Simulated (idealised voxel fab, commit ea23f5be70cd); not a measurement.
voxel transistor to metal: a process module
Section cut is 165 nm wide and gridded with 5 nm square cells.
For the purposes of this document, a cross-section shall be understood as a grid of square cells, specified as bands listed in top-to-bottom order, each band consisting of one or more rows of cells.
In this notation a band is specified by the heights of its top and bottom, in that order and in nm, after which its materials appear from left to right, each paired with its width in nm. The word "all across" attached to a single material means that material fills the band from edge to edge; the word "blank" stands for empty space.
Height reference: 0 = level under which incoming wafer is all one material. Lowest band: no bottom, runs on downward, e.g. "0 -> down".
It should be noted that a width expressed as "30..40" varies in equal increments from row to row of cells within the band, taking the value of the first number at the top row and that of the second number at the bottom row.
Step marked "no modification"? Then no cell in the cross-section changed in it.
Closed empty spaces (no open way to the top) of 8 cells or more are what "Closed internal cavities" lists, each as width x height at distance from the left edge, nm for all three.
Read whatever lies past the settings on a step's line as the simulator's own remark about the step.
"overlay nm" denotes, for a step that has a mask, the displacement of the mask to the right of its planned place, with negative values corresponding to the left.
THE FOLLOWING LIST GIVES THE PLANNED PROCESS STEPS
| 1 | RECEIVE, material Si |
| 2 | CONFORMAL_DEP, material SiO2, thk nm 5 |
| 3 | CONFORMAL_DEP, material SiN, thk nm 15 |
| 4 | MASKED_ETCH, tone cover, mask id ACTIVE, width nm 105, etch materials SiN, depth nm 15, overlay nm 0 |
| 5 | MASKED_ETCH, tone cover, mask id ACTIVE, width nm 105, etch materials SiO2, depth nm 5, overlay nm 0 |
| 6 | MASKED_ETCH, tone cover, mask id ACTIVE, width nm 105, etch materials Si, depth nm 25, overlay nm 0 |
| 7 | FILL_DEP, material SiO2, thk nm 15 |
| 8 | CMP, height nm 20 |
| 9 | SELECTIVE_ETCH, etch materials SiO2, depth nm 10 |
| 10 | STRIP, etch materials SiN |
| 11 | SELECTIVE_ETCH, etch materials SiO2, depth nm 5 |
| 12 | OXIDIZE, depth nm 5 |
| 13 | DIRECTIONAL_DEP, material polySi, thk nm 20 |
| 14 | DIRECTIONAL_DEP, material SiCN, thk nm 15 |
| 15 | DIRECTIONAL_DEP, material aC, thk nm 10 |
| 16 | PATTERN, tone cover, mask id GATE, material resist, width nm 35, thk nm 25, overlay nm 0 |
| 17 | DIRECTIONAL_ETCH, etch materials aC, depth nm 10 |
| 18 | STRIP, etch materials resist |
| 19 | DIRECTIONAL_ETCH, etch materials SiCN, depth nm 25 |
| 20 | DIRECTIONAL_ETCH, etch materials polySi, depth nm 30 |
| 21 | STRIP, etch materials aC |
| 22 | CONFORMAL_DEP, material SiO2, thk nm 5 |
| 23 | DIRECTIONAL_ETCH, etch materials SiO2, depth nm 5 |
| 24 | CONFORMAL_DEP, material SiN, thk nm 10 |
| 25 | DIRECTIONAL_ETCH, etch materials SiN, depth nm 10 |
| 26 | DIRECTIONAL_ETCH, etch materials SiO2, depth nm 5 |
| 27 | DIRECTIONAL_ETCH, etch materials Si, depth nm 5 |
| 28 | EPI, material nSi, thk nm 10 |
| 29 | FILL_DEP, material SiO2, thk nm 10 |
| 30 | CMP, height nm 20 |
| 31 | STRIP, etch materials polySi |
| 32 | SELECTIVE_ETCH, etch materials SiO2, depth nm 5 |
| 33 | CONFORMAL_DEP, material HfO2, thk nm 5 |
| 34 | CONFORMAL_DEP, material TiN, thk nm 5 |
| 35 | FILL_DEP, material W, thk nm 10 |
| 36 | CMP, height nm 15 |
| 37 | DIRECTIONAL_DEP, material SiO2, thk nm 10 |
| 38 | MASKED_ETCH, tone open, mask id CONTACT, width nm 15, pitch nm 80, etch materials SiO2, depth nm 20, overlay nm 0 |
| 39 | CONFORMAL_DEP, material TiN, thk nm 5 |
| 40 | FILL_DEP, material W, thk nm 5 |
| 41 | CMP, height nm 25 |
| 42 | CONFORMAL_DEP, material SiCN, thk nm 5 |
| 43 | DIRECTIONAL_DEP, material SiO2, thk nm 20 |
| 44 | DIRECTIONAL_DEP, material aC, thk nm 10 |
| 45 | PATTERN, tone open, mask id METAL_1, material resist, width nm 15, pitch nm 80, thk nm 25, overlay nm 0 |
| 46 | DIRECTIONAL_ETCH, etch materials aC, depth nm 10 |
| 47 | STRIP, etch materials resist |
| 48 | DIRECTIONAL_ETCH, etch materials SiO2, depth nm 20 |
| 49 | DIRECTIONAL_ETCH, etch materials SiCN, depth nm 5 |
| 50 | STRIP, etch materials aC |
| 51 | CONFORMAL_DEP, material TiN, thk nm 5 |
| 52 | FILL_DEP, material Cu, thk nm 10 |
| 53 | CMP, height nm 50 |
| 54 | CONFORMAL_DEP, material SiCN, thk nm 5 |
| 55 | DIRECTIONAL_DEP, material lowk, thk nm 25 |
| 56 | MASKED_ETCH, tone open, mask id METAL_2, width nm 15, pitch nm 80, etch materials lowk, depth nm 15, overlay nm 0 |
| 57 | MASKED_ETCH, tone open, mask id METAL_2_HOLES, width nm 15, pitch nm 80, etch materials lowk, depth nm 10, overlay nm 0 |
| 58 | MASKED_ETCH, tone open, mask id METAL_2_HOLES, width nm 15, pitch nm 80, etch materials SiCN, depth nm 5, overlay nm 0 |
| 59 | CONFORMAL_DEP, material TiN, thk nm 5 |
| 60 | FILL_DEP, material Ru, thk nm 5 |
| 61 | CMP, height nm 80 |
| 62 | CONFORMAL_DEP, material SiCN, thk nm 5 |
WAFER AT RECEIPT (POST STEP 1), CROSS-SECTION
* 0 -> down  Si all across
* Closed internal cavities: none
WAFER CROSS-SECTION AT MODULE END: FIRST OF TWO, RUN TO PLAN
* 85 -> 80  SiCN all across
* 80 -> 55  lowk (35); TiN (5); Ru (5); TiN (5); lowk (65); TiN (5); Ru (5); TiN (5); lowk (35)
* 55 -> 50  SiCN (35); TiN (15); SiCN (65); TiN (15); SiCN (35)
* 50 -> 30  SiO2 (35); TiN (5); Cu (5); TiN (5); SiO2 (65); TiN (5); Cu (5); TiN (5); SiO2 (35)
* 30 -> 25  SiCN (35); TiN (15); SiCN (65); TiN (15); SiCN (35)
* 25 -> 15  SiO2 (35); TiN (5); W (5); TiN (5); SiO2 (65); TiN (5); W (5); TiN (5); SiO2 (35)
* 15 -> 10  SiO2 (35); TiN (5); W (5); TiN (5); SiN (10); HfO2 (5); TiN (5); W (25); TiN (5); HfO2 (5); SiN (10); TiN (5); W (5); TiN (5); SiO2 (35)
* 10 -> 5  SiO2 (35); TiN (15); SiN (10); HfO2 (5); TiN (5); W (25); TiN (5); HfO2 (5); SiN (10); TiN (15); SiO2 (35)
* 5 -> 0  SiO2 (30); SiN (10); nSi (10); SiN (10); HfO2 (5); TiN (35); HfO2 (5); SiN (10); nSi (10); SiN (10); SiO2 (30)
* 0 -> -5  SiO2 (40); nSi (10); SiO2 (10); HfO2 (45); SiO2 (10); nSi (10); SiO2 (40)
* -5 -> -10  SiO2 (30); Si (10); nSi (10); Si (65); nSi (10); Si (10); SiO2 (30)
* -10 -> -25  SiO2 (30); Si (105); SiO2 (30)
* -25 -> down  Si all across
* Closed internal cavities: none
CROSS-SECTION, SECOND WAFER: SAME START AS THE FIRST, SAME PLAN AS THE FIRST, ONE MISTAKE IN RUNNING IT; TAKEN AT THE END OF THE MODULE
* 85 -> 80  SiCN all across
* 80 -> 55  lowk (35); TiN (5); Ru (5); TiN (5); lowk (65); TiN (5); Ru (5); TiN (5); lowk (35)
* 55 -> 50  SiCN (35); TiN (15); SiCN (65); TiN (15); SiCN (35)
* 50 -> 30  SiO2 (35); TiN (5); Cu (5); TiN (5); SiO2 (65); TiN (5); Cu (5); TiN (5); SiO2 (35)
* 30 -> 25  SiCN (35); TiN (15); SiCN (65); TiN (15); SiCN (35)
* 25 -> 15  SiO2 (35); TiN (5); W (5); TiN (5); SiO2 (65); TiN (5); W (5); TiN (5); SiO2 (35)
* 15 -> 10  SiO2 (35); TiN (5); W (5); TiN (5); SiN (10); TiN (5); HfO2 (5); W (25); HfO2 (5); TiN (5); SiN (10); TiN (5); W (5); TiN (5); SiO2 (35)
* 10 -> 5  SiO2 (35); TiN (15); SiN (10); TiN (5); HfO2 (5); W (25); HfO2 (5); TiN (5); SiN (10); TiN (15); SiO2 (35)
* 5 -> 0  SiO2 (30); SiN (10); nSi (10); SiN (10); TiN (5); HfO2 (35); TiN (5); SiN (10); nSi (10); SiN (10); SiO2 (30)
* 0 -> -5  SiO2 (40); nSi (10); SiO2 (10); TiN (45); SiO2 (10); nSi (10); SiO2 (40)
* -5 -> -10  SiO2 (30); Si (10); nSi (10); Si (65); nSi (10); Si (10); SiO2 (30)
* -10 -> -25  SiO2 (30); Si (105); SiO2 (30)
* -25 -> down  Si all across
* Closed internal cavities: none
What was done differently from what was planned? steps 33 and 34 traded places in the executed sequence
Final difference in cells, second wafer against first, listed per material as more or fewer: -4 HfO2 | +4 TiN
